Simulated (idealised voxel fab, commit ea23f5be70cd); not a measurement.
process module | voxel self aligned vias
cross-section cut | 285 nm wide | cells 5 nm
A cross-section is a grid of square cells, given in bands from the top down. A band is one or more rows of cells.
Each band's line starts with the height of the band's top and of its bottom, in nm. Then come its materials from left to right, each with its width in nm. One material with "throughout" fills the band from edge to edge. "air" is empty space.
Height 0 is the level under which the wafer as received is all one material. The lowest band goes on downwards, as in "0 down".
A width such as "30 to 40" changes by the same amount from each row of cells to the next, from the band's top row to its bottom row.
"no change" after a step means that no cell of the cross-section changed.
closed voids: empty space of 8 cells or more with no open way to the top, each as width x height at its distance from the left edge, in nm
after a step's settings: what the simulator itself notes on the step
overlay nm, on a step with a mask: how far to the right of its planned place the mask lay; to the left if negative
plan
1 op RECEIVE | material Si
2 op CONFORMAL_DEP | material SiO2 | thk nm 15
3 op CONFORMAL_DEP | material SiCN | thk nm 5
4 op DIRECTIONAL_DEP | material SiO2 | thk nm 25
5 op DIRECTIONAL_DEP | material aC | thk nm 15
6 op PATTERN | tone open | mask id LINES | material resist | width nm 25 | pitch nm 60 | thk nm 35 | overlay nm 0
7 op DIRECTIONAL_ETCH | etch materials aC | depth nm 15
8 op STRIP | etch materials resist
9 op DIRECTIONAL_ETCH | etch materials SiO2 | depth nm 25
10 op STRIP | etch materials aC
11 op CONFORMAL_DEP | material TiN | thk nm 5
12 op FILL_DEP | material W | thk nm 5
13 op CMP | height nm 45
14 op SELECTIVE_ETCH | etch materials W Ru TiN | depth nm 10
15 op FILL_DEP | material SiN | thk nm 5
16 op CMP | height nm 45
17 op DIRECTIONAL_DEP | material SiO2 | thk nm 15
18 op MASKED_ETCH | tone open | mask id VIAS | width nm 35 | etch materials SiO2 | depth nm 15 | overlay nm 0
19 op MASKED_ETCH | tone open | mask id VIAS | width nm 35 | etch materials SiN | depth nm 10 | overlay nm 0
20 op CONFORMAL_DEP | material TiN | thk nm 5
21 op FILL_DEP | material Ru | thk nm 5
22 op CMP | height nm 60
23 op CONFORMAL_DEP | material SiN | thk nm 5
as received, after step 1
  0 down: Si throughout
  closed voids: none
a wafer at the end: this start, this plan, one mistake
  65 to 60: SiN throughout
  60 to 45: SiO2 95 | TiN 5 | SiO2 25 | TiN 5 | SiO2 155
  45 to 35: SiO2 100 | SiN 25 | SiO2 35 | SiN 25 | SiO2 100
  35 to 25: SiO2 100 | TiN 5 | W 15 | TiN 5 | SiO2 35 | TiN 5 | W 15 | TiN 5 | SiO2 100
  25 to 20: SiO2 100 | TiN 25 | SiO2 35 | TiN 25 | SiO2 100
  20 to 15: SiCN throughout
  15 to 0: SiO2 throughout
  0 down: Si throughout
  closed voids: none
what went wrong: steps 17 and 18 were swapped
